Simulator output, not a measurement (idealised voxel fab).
This is a process module. Its name is voxel released beams.
Displayed cross-section: cut, width of 190 nm, square cells sized 5 nm.
Reading order for cross-sections: top band down to bottom band. Underlying form: a grid of square cells. Band size: one or more rows of cells.
The entry gives the band's vertical extent as a top height and a bottom height in nm, then its horizontal make-up as materials from left to right, each with a width in nm. "air" stands for empty space; a single material marked "throughout" fills the band edge to edge.
Ref level 0: as-received wafer is one material below here. Bottom band extends down with no lower bound ("z 0 and below").
A two-number width, for instance "30->40", indicates that the width is equal to the first number in the top row of the band and to the second number in the bottom row, and that it changes by a constant amount per row of cells.
It should be understood that the words "changes: none", when stated for a given step, signify that the cross-section underwent no change in any of its cells during that step.
Closed empty spaces (no open way to the top) of 8 cells or more are what "Closed internal voids" lists, each as width x height at distance from the left edge, nm for all three.
On each step's line, the part that comes after the settings is the simulator's own comment on the step.
Regarding "overlay nm": on a step with a mask, it is the distance the mask lay to the right of its planned place; a negative value places it to the left.

This section lists the process steps that were planned:
1: RECEIVE (material Si)
2: CONFORMAL_DEP (material SiN; thk nm 5)
3: DIRECTIONAL_DEP (material SiO2; thk nm 20)
4: PATTERN (tone open; mask id ANCHOR; material resist; width nm 35; thk nm 15; overlay nm 0)
5: DIRECTIONAL_ETCH (etch materials SiO2; depth nm 20)
6: STRIP (etch materials resist)
7: CONFORMAL_DEP (material W; thk nm 10)
8: PATTERN (tone cover; mask id BEAM; material resist; width nm 120; thk nm 15; overlay nm 0)
9: DIRECTIONAL_ETCH (etch materials W; depth nm 10)
10: STRIP (etch materials resist)
11: STRIP (etch materials SiO2)

Delivered wafer in cross-section: state after step 1:
  z 0 and below = Si throughout
  Closed internal voids: none

First of two wafers at the end of the module, shown in cross-section; run carried out as planned:
  z 35 to 25 = air: 30, W: 15, air: 15, W: 90, air: 40
  z 25 to 15 = air: 35, W: 10, air: 15, W: 10, air: 120
  z 15 to 5 = air: 35, W: 35, air: 120
  z 5 to 0 = SiN throughout
  z 0 and below = Si throughout
  Closed internal voids: none

So this is wafer number two of the two, cut at the end of the module - it started where the first did and had the same plan, we just got one thing wrong running it:
  z 35 to 25 = air: 30, W: 120, air: 40
  z 25 to 20 = SiN throughout
  z 20 to 0 = SiO2 throughout
  z 0 and below = Si throughout
  Closed internal voids: none
Run error: ran 2 and 3 in swapped order versus the plan
In the final state, the cell counts of the second wafer exceed or fall short of those of the first for the following materials: 152 more of SiO2; 16 fewer of W
